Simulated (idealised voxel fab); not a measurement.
process module | voxel ribs on slabs
cross-section cut | 270 nm wide | cells 5 nm
A cross-section is a grid of square cells, given in bands from the top down. A band is one or more rows of cells.
Each band's line starts with the height of the band's top and of its bottom, in nm. Then come its materials from left to right, each with its width in nm. One material with "throughout" fills the band from edge to edge. "air" is empty space.
Height 0 is the level under which the wafer as received is all one material. The lowest band goes on downwards, as in "0 down".
A width such as "30 to 40" changes by the same amount from each row of cells to the next, from the band's top row to its bottom row.
"no change" after a step means that no cell of the cross-section changed.
closed voids: empty space of 8 cells or more with no open way to the top, each as width x height at its distance from the left edge, in nm
after a step's settings: what the simulator itself notes on the step
overlay nm, on a step with a mask: how far to the right of its planned place the mask lay; to the left if negative
plan
1 op RECEIVE | material Si
2 op DIRECTIONAL_DEP | material SiO2 | thk nm 10
3 op DIRECTIONAL_DEP | material polySi | thk nm 20
4 op DIRECTIONAL_DEP | material aC | thk nm 10
5 op PATTERN | tone cover | mask id RIB | material resist | width nm 20 | thk nm 30 | overlay nm 0
6 op DIRECTIONAL_ETCH | etch materials aC | depth nm 10
7 op STRIP | etch materials resist
8 op DIRECTIONAL_ETCH | etch materials polySi | depth nm 15
9 op STRIP | etch materials aC
10 op PATTERN | tone cover | mask id SLAB | material resist | width nm 60 | thk nm 15 | overlay nm 0
11 op DIRECTIONAL_ETCH | etch materials polySi | depth nm 5
12 op STRIP | etch materials resist
13 op FILL_DEP | material SiO2 | thk nm 25
14 op CMP | height nm 55
15 op DIRECTIONAL_DEP | material W | thk nm 5
16 op PATTERN | tone cover | mask id HEATER | material resist | width nm 30 | thk nm 20 | overlay nm 0
17 op DIRECTIONAL_ETCH | etch materials W | depth nm 5
18 op STRIP | etch materials resist
19 op CONFORMAL_DEP | material SiN | thk nm 5
varied across the wafers: thk nm of step 2. The plan shows the first wafer's value. All wafers start alike
first wafer as received, after step 1
  0 down: Si throughout
  closed voids: none
first wafer at the end, after step 19
  65 to 60: air 115 | SiN 40 | air 115
  60 to 55: SiN 120 | W 30 | SiN 120
  55 to 30: SiO2 throughout
  30 to 15: SiO2 125 | polySi 20 | SiO2 125
  15 to 10: SiO2 105 | polySi 60 | SiO2 105
  10 to 0: SiO2 throughout
  0 down: Si throughout
  closed voids: none
last wafer at the end
  65 to 60: air 115 | SiN 40 | air 115
  60 to 55: SiN 120 | W 30 | SiN 120
  55 to 40: SiO2 125 | polySi 20 | SiO2 125
  40 to 35: SiO2 105 | polySi 60 | SiO2 105
  35 to 0: SiO2 throughout
  0 down: Si throughout
  closed voids: none
each wafer at the end: cells of each material gained (+) or lost (-) since it was received, then its closed voids
thk nm 10 | +56 SiN | +570 SiO2 | +6 W | +24 polySi | closed voids: none
thk nm 15 | +56 SiN | +570 SiO2 | +6 W | +24 polySi | closed voids: none
thk nm 20 | +56 SiN | +570 SiO2 | +6 W | +24 polySi | closed voids: none
thk nm 25 | +56 SiN | +570 SiO2 | +6 W | +24 polySi | closed voids: none
thk nm 30 | +56 SiN | +570 SiO2 | +6 W | +24 polySi | closed voids: none
thk nm 35 | +56 SiN | +570 SiO2 | +6 W | +24 polySi | closed voids: none
